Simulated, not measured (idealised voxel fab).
process module | voxel self aligned vias
cross-section cut | 210 nm wide | cells 5 nm
A cross-section is a grid of square cells, given in bands from the top down. A band is one or more rows of cells.
Each band's line starts with the height of the band's top and of its bottom, in nm. Then come its materials from left to right, each with its width in nm. One material with "throughout" fills the band from edge to edge. "air" is empty space.
Height 0 is the level under which the wafer as received is all one material. The lowest band goes on downwards, as in "0 down".
A width such as "30 to 40" changes by the same amount from each row of cells to the next, from the band's top row to its bottom row.
"no change" after a step means that no cell of the cross-section changed.
closed voids: empty space of 8 cells or more with no open way to the top, each as width x height at its distance from the left edge, in nm
after a step's settings: what the simulator itself notes on the step
overlay nm, on a step with a mask: how far to the right of its planned place the mask lay; to the left if negative
plan
1 op RECEIVE | material Si
2 op CONFORMAL_DEP | material SiO2 | thk nm 15
3 op CONFORMAL_DEP | material SiCN | thk nm 5
4 op DIRECTIONAL_DEP | material lowk | thk nm 25
5 op DIRECTIONAL_DEP | material aC | thk nm 15
6 op PATTERN | tone open | mask id LINES | material resist | width nm 20 | pitch nm 50 | thk nm 35 | overlay nm 0
7 op DIRECTIONAL_ETCH | etch materials aC | depth nm 15
8 op STRIP | etch materials resist
9 op DIRECTIONAL_ETCH | etch materials lowk | depth nm 25
10 op STRIP | etch materials aC
11 op CONFORMAL_DEP | material TiN | thk nm 5
12 op FILL_DEP | material W | thk nm 5
13 op CMP | height nm 45
14 op SELECTIVE_ETCH | etch materials W Ru TiN | depth nm 5
15 op FILL_DEP | material SiN | thk nm 10
16 op CMP | height nm 45
17 op DIRECTIONAL_DEP | material lowk | thk nm 20
18 op PATTERN | tone open | mask id VIAS | material resist | width nm 30 | thk nm 15 | overlay nm 0
19 op DIRECTIONAL_ETCH | etch materials lowk | depth nm 20
20 op DIRECTIONAL_ETCH | etch materials SiN | depth nm 5
21 op STRIP | etch materials resist
22 op CONFORMAL_DEP | material TiN | thk nm 5
23 op FILL_DEP | material Ru | thk nm 10
24 op CMP | height nm 65
25 op CONFORMAL_DEP | material SiCN | thk nm 5
first wafer, as planned
as received, after step 1
  0 down: Si throughout
  closed voids: none
after step 2
  15 to 0: SiO2 throughout
  below 0: unchanged
after step 3
  20 to 15: SiCN throughout
  below 15: unchanged
after step 4
  45 to 20: lowk throughout
  below 20: unchanged
after step 5
  60 to 45: aC throughout
  below 45: unchanged
after step 6
  95 to 60: resist 70 | air 20 | resist 30 | air 20 | resist 70
  below 60: unchanged
after step 7
  80 to 60: resist 70 | air 20 | resist 30 | air 20 | resist 70
  60 to 45: aC 70 | air 20 | aC 30 | air 20 | aC 70
  below 45: unchanged
after step 8
  60 to 45: aC 70 | air 20 | aC 30 | air 20 | aC 70
  below 45: unchanged
after step 9
  60 to 45: aC 70 | air 20 | aC 30 | air 20 | aC 70
  45 to 20: lowk 70 | air 20 | lowk 30 | air 20 | lowk 70
  below 20: unchanged
after step 10
  45 to 20: lowk 70 | air 20 | lowk 30 | air 20 | lowk 70
  below 20: unchanged
after step 11
  50 to 45: TiN 75 | air 10 | TiN 40 | air 10 | TiN 75
  45 to 25: lowk 70 | TiN 5 | air 10 | TiN 5 | lowk 30 | TiN 5 | air 10 | TiN 5 | lowk 70
  25 to 20: lowk 70 | TiN 20 | lowk 30 | TiN 20 | lowk 70
  below 20: unchanged
after step 12
  55 to 50: W throughout
  50 to 45: TiN 75 | W 10 | TiN 40 | W 10 | TiN 75
  45 to 25: lowk 70 | TiN 5 | W 10 | TiN 5 | lowk 30 | TiN 5 | W 10 | TiN 5 | lowk 70
  below 25: unchanged
after step 13
  45 to 25: lowk 70 | TiN 5 | W 10 | TiN 5 | lowk 30 | TiN 5 | W 10 | TiN 5 | lowk 70
  below 25: unchanged
after step 14
  45 to 40: lowk 70 | air 20 | lowk 30 | air 20 | lowk 70
  below 40: unchanged
after step 15
  55 to 45: SiN throughout
  45 to 40: lowk 70 | SiN 20 | lowk 30 | SiN 20 | lowk 70
  below 40: unchanged
after step 16
  45 to 40: lowk 70 | SiN 20 | lowk 30 | SiN 20 | lowk 70
  below 40: unchanged
after step 17
  65 to 45: lowk throughout
  below 45: unchanged
after step 18
  80 to 65: resist 65 | air 30 | resist 115
  below 65: unchanged
after step 19
  80 to 65: resist 65 | air 30 | resist 115
  65 to 45: lowk 65 | air 30 | lowk 115
  below 45: unchanged
after step 20
  80 to 65: resist 65 | air 30 | resist 115
  65 to 45: lowk 65 | air 30 | lowk 115
  45 to 40: lowk 70 | air 20 | lowk 30 | SiN 20 | lowk 70
  below 40: unchanged
after step 21
  65 to 45: lowk 65 | air 30 | lowk 115
  below 45: unchanged
after step 22
  70 to 65: TiN 70 | air 20 | TiN 120
  65 to 50: lowk 65 | TiN 5 | air 20 | TiN 5 | lowk 115
  50 to 45: lowk 65 | TiN 10 | air 10 | TiN 10 | lowk 115
  45 to 40: lowk 70 | TiN 20 | lowk 30 | SiN 20 | lowk 70
  below 40: unchanged
after step 23
  80 to 70: Ru throughout
  70 to 65: TiN 70 | Ru 20 | TiN 120
  65 to 50: lowk 65 | TiN 5 | Ru 20 | TiN 5 | lowk 115
  50 to 45: lowk 65 | TiN 10 | Ru 10 | TiN 10 | lowk 115
  below 45: unchanged
after step 24
  65 to 50: lowk 65 | TiN 5 | Ru 20 | TiN 5 | lowk 115
  below 50: unchanged
after step 25
  70 to 65: SiCN throughout
  below 65: unchanged
second wafer: like start, like plan, one mistake. Through step 10 it matches the first wafer
when step 11 should have ended
  50 to 45: SiO2 75 | air 10 | SiO2 40 | air 10 | SiO2 75
  45 to 25: lowk 70 | SiO2 5 | air 10 | SiO2 5 | lowk 30 | SiO2 5 | air 10 | SiO2 5 | lowk 70
  25 to 20: lowk 70 | SiO2 20 | lowk 30 | SiO2 20 | lowk 70
  below 20: unchanged
when step 12 should have ended
  55 to 50: W throughout
  50 to 45: SiO2 75 | W 10 | SiO2 40 | W 10 | SiO2 75
  45 to 25: lowk 70 | SiO2 5 | W 10 | SiO2 5 | lowk 30 | SiO2 5 | W 10 | SiO2 5 | lowk 70
  below 25: unchanged
when step 13 should have ended
  45 to 25: lowk 70 | SiO2 5 | W 10 | SiO2 5 | lowk 30 | SiO2 5 | W 10 | SiO2 5 | lowk 70
  below 25: unchanged
when step 14 should have ended
  45 to 40: lowk 70 | SiO2 5 | air 10 | SiO2 5 | lowk 30 | SiO2 5 | air 10 | SiO2 5 | lowk 70
  below 40: unchanged
when step 15 should have ended
  55 to 45: SiN throughout
  45 to 40: lowk 70 | SiO2 5 | SiN 10 | SiO2 5 | lowk 30 | SiO2 5 | SiN 10 | SiO2 5 | lowk 70
  below 40: unchanged
when step 16 should have ended
  45 to 40: lowk 70 | SiO2 5 | SiN 10 | SiO2 5 | lowk 30 | SiO2 5 | SiN 10 | SiO2 5 | lowk 70
  below 40: unchanged
when step 17 should have ended
  65 to 45: lowk throughout
  below 45: unchanged
when step 18 should have ended
  80 to 65: resist 65 | air 30 | resist 115
  below 65: unchanged
when step 19 should have ended
  80 to 65: resist 65 | air 30 | resist 115
  65 to 45: lowk 65 | air 30 | lowk 115
  below 45: unchanged
when step 20 should have ended
  80 to 65: resist 65 | air 30 | resist 115
  65 to 45: lowk 65 | air 30 | lowk 115
  45 to 40: lowk 70 | SiO2 5 | air 10 | SiO2 5 | lowk 30 | SiO2 5 | SiN 10 | SiO2 5 | lowk 70
  below 40: unchanged
when step 21 should have ended
  65 to 45: lowk 65 | air 30 | lowk 115
  below 45: unchanged
when step 22 should have ended
  70 to 65: TiN 70 | air 20 | TiN 120
  65 to 50: lowk 65 | TiN 5 | air 20 | TiN 5 | lowk 115
  50 to 45: lowk 65 | TiN 30 | lowk 115
  45 to 40: lowk 70 | SiO2 5 | TiN 10 | SiO2 5 | lowk 30 | SiO2 5 | SiN 10 | SiO2 5 | lowk 70
  below 40: unchanged
when step 23 should have ended
  80 to 70: Ru throughout
  70 to 65: TiN 70 | Ru 20 | TiN 120
  65 to 50: lowk 65 | TiN 5 | Ru 20 | TiN 5 | lowk 115
  below 50: unchanged
when step 24 should have ended
  65 to 50: lowk 65 | TiN 5 | Ru 20 | TiN 5 | lowk 115
  below 50: unchanged
when step 25 should have ended
  70 to 65: SiCN throughout
  below 65: unchanged
what went wrong: step 11 ran as: op CONFORMAL_DEP | material SiO2 | thk nm 5
at the end the second wafer has, in cells: 2 fewer of Ru | 2 fewer of SiN | 24 more of SiO2 | 20 fewer of TiN
